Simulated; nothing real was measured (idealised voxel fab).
process module | voxel tone inversion
cross-section cut | 170 nm wide | cells 5 nm
A cross-section is a grid of square cells, given in bands from the top down. A band is one or more rows of cells.
Each band's line starts with the height of the band's top and of its bottom, in nm. Then come its materials from left to right, each with its width in nm. One material with "throughout" fills the band from edge to edge. "air" is empty space.
Height 0 is the level under which the wafer as received is all one material. The lowest band goes on downwards, as in "0 down".
A width such as "30 to 40" changes by the same amount from each row of cells to the next, from the band's top row to its bottom row.
"no change" after a step means that no cell of the cross-section changed.
closed voids: empty space of 8 cells or more with no open way to the top, each as width x height at its distance from the left edge, in nm
after a step's settings: what the simulator itself notes on the step
overlay nm, on a step with a mask: how far to the right of its planned place the mask lay; to the left if negative
plan
1 op RECEIVE | material Si
2 op CONFORMAL_DEP | material SiN | thk nm 10
3 op DIRECTIONAL_DEP | material aC | thk nm 25
4 op PATTERN | tone cover | mask id POSTS | material resist | width nm 25 | pitch nm 40 | thk nm 30 | overlay nm 0
5 op DIRECTIONAL_ETCH | etch materials aC | depth nm 25
6 op STRIP | etch materials resist
7 op FILL_DEP | material lowk | thk nm 10
8 op CMP | height nm 35
9 op STRIP | etch materials aC
10 op CONFORMAL_DEP | material TiN | thk nm 5
11 op FILL_DEP | material Ru | thk nm 10
12 op CMP | height nm 35
13 op CONFORMAL_DEP | material SiCN | thk nm 5
first wafer, as planned
as received, after step 1
  0 down: Si throughout
  closed voids: none
after step 2
  10 to 0: SiN throughout
  below 0: unchanged
after step 3
  35 to 10: aC throughout
  below 10: unchanged
after step 4
  65 to 35: air 30 | resist 25 | air 15 | resist 25 | air 15 | resist 25 | air 35
  below 35: unchanged
after step 5
  40 to 35: air 30 | resist 25 | air 15 | resist 25 | air 15 | resist 25 | air 35
  35 to 10: air 30 | aC 25 | air 15 | aC 25 | air 15 | aC 25 | air 35
  below 10: unchanged
after step 6
  35 to 10: air 30 | aC 25 | air 15 | aC 25 | air 15 | aC 25 | air 35
  below 10: unchanged
after step 7
  45 to 35: lowk throughout
  35 to 10: lowk 30 | aC 25 | lowk 15 | aC 25 | lowk 15 | aC 25 | lowk 35
  below 10: unchanged
after step 8
  35 to 10: lowk 30 | aC 25 | lowk 15 | aC 25 | lowk 15 | aC 25 | lowk 35
  below 10: unchanged
after step 9
  35 to 10: lowk 30 | air 25 | lowk 15 | air 25 | lowk 15 | air 25 | lowk 35
  below 10: unchanged
after step 10
  40 to 35: TiN 35 | air 15 | TiN 25 | air 15 | TiN 25 | air 15 | TiN 40
  35 to 15: lowk 30 | TiN 5 | air 15 | TiN 5 | lowk 15 | TiN 5 | air 15 | TiN 5 | lowk 15 | TiN 5 | air 15 | TiN 5 | lowk 35
  15 to 10: lowk 30 | TiN 25 | lowk 15 | TiN 25 | lowk 15 | TiN 25 | lowk 35
  below 10: unchanged
after step 11
  50 to 40: Ru throughout
  40 to 35: TiN 35 | Ru 15 | TiN 25 | Ru 15 | TiN 25 | Ru 15 | TiN 40
  35 to 15: lowk 30 | TiN 5 | Ru 15 | TiN 5 | lowk 15 | TiN 5 | Ru 15 | TiN 5 | lowk 15 | TiN 5 | Ru 15 | TiN 5 | lowk 35
  below 15: unchanged
after step 12
  35 to 15: lowk 30 | TiN 5 | Ru 15 | TiN 5 | lowk 15 | TiN 5 | Ru 15 | TiN 5 | lowk 15 | TiN 5 | Ru 15 | TiN 5 | lowk 35
  below 15: unchanged
after step 13
  40 to 35: SiCN throughout
  below 35: unchanged
second wafer: like start, like plan, one mistake. Through step 3 it matches the first wafer
when step 4 should have ended
  65 to 35: air 20 | resist 25 | air 15 | resist 25 | air 15 | resist 25 | air 45
  below 35: unchanged
when step 5 should have ended
  40 to 35: air 20 | resist 25 | air 15 | resist 25 | air 15 | resist 25 | air 45
  35 to 10: air 20 | aC 25 | air 15 | aC 25 | air 15 | aC 25 | air 45
  below 10: unchanged
when step 6 should have ended
  35 to 10: air 20 | aC 25 | air 15 | aC 25 | air 15 | aC 25 | air 45
  below 10: unchanged
when step 7 should have ended
  45 to 35: lowk throughout
  35 to 10: lowk 20 | aC 25 | lowk 15 | aC 25 | lowk 15 | aC 25 | lowk 45
  below 10: unchanged
when step 8 should have ended
  35 to 10: lowk 20 | aC 25 | lowk 15 | aC 25 | lowk 15 | aC 25 | lowk 45
  below 10: unchanged
when step 9 should have ended
  35 to 10: lowk 20 | air 25 | lowk 15 | air 25 | lowk 15 | air 25 | lowk 45
  below 10: unchanged
when step 10 should have ended
  40 to 35: TiN 25 | air 15 | TiN 25 | air 15 | TiN 25 | air 15 | TiN 50
  35 to 15: lowk 20 | TiN 5 | air 15 | TiN 5 | lowk 15 | TiN 5 | air 15 | TiN 5 | lowk 15 | TiN 5 | air 15 | TiN 5 | lowk 45
  15 to 10: lowk 20 | TiN 25 | lowk 15 | TiN 25 | lowk 15 | TiN 25 | lowk 45
  below 10: unchanged
when step 11 should have ended
  50 to 40: Ru throughout
  40 to 35: TiN 25 | Ru 15 | TiN 25 | Ru 15 | TiN 25 | Ru 15 | TiN 50
  35 to 15: lowk 20 | TiN 5 | Ru 15 | TiN 5 | lowk 15 | TiN 5 | Ru 15 | TiN 5 | lowk 15 | TiN 5 | Ru 15 | TiN 5 | lowk 45
  below 15: unchanged
when step 12 should have ended
  35 to 15: lowk 20 | TiN 5 | Ru 15 | TiN 5 | lowk 15 | TiN 5 | Ru 15 | TiN 5 | lowk 15 | TiN 5 | Ru 15 | TiN 5 | lowk 45
  below 15: unchanged
when step 13 should have ended
  40 to 35: SiCN throughout
  below 35: unchanged
what went wrong: step 4 ran as: op PATTERN | tone cover | mask id POSTS | material resist | width nm 25 | pitch nm 40 | thk nm 30 | overlay nm -10
at the end the second wafer has, in cells: as many of each material as the first, in other places
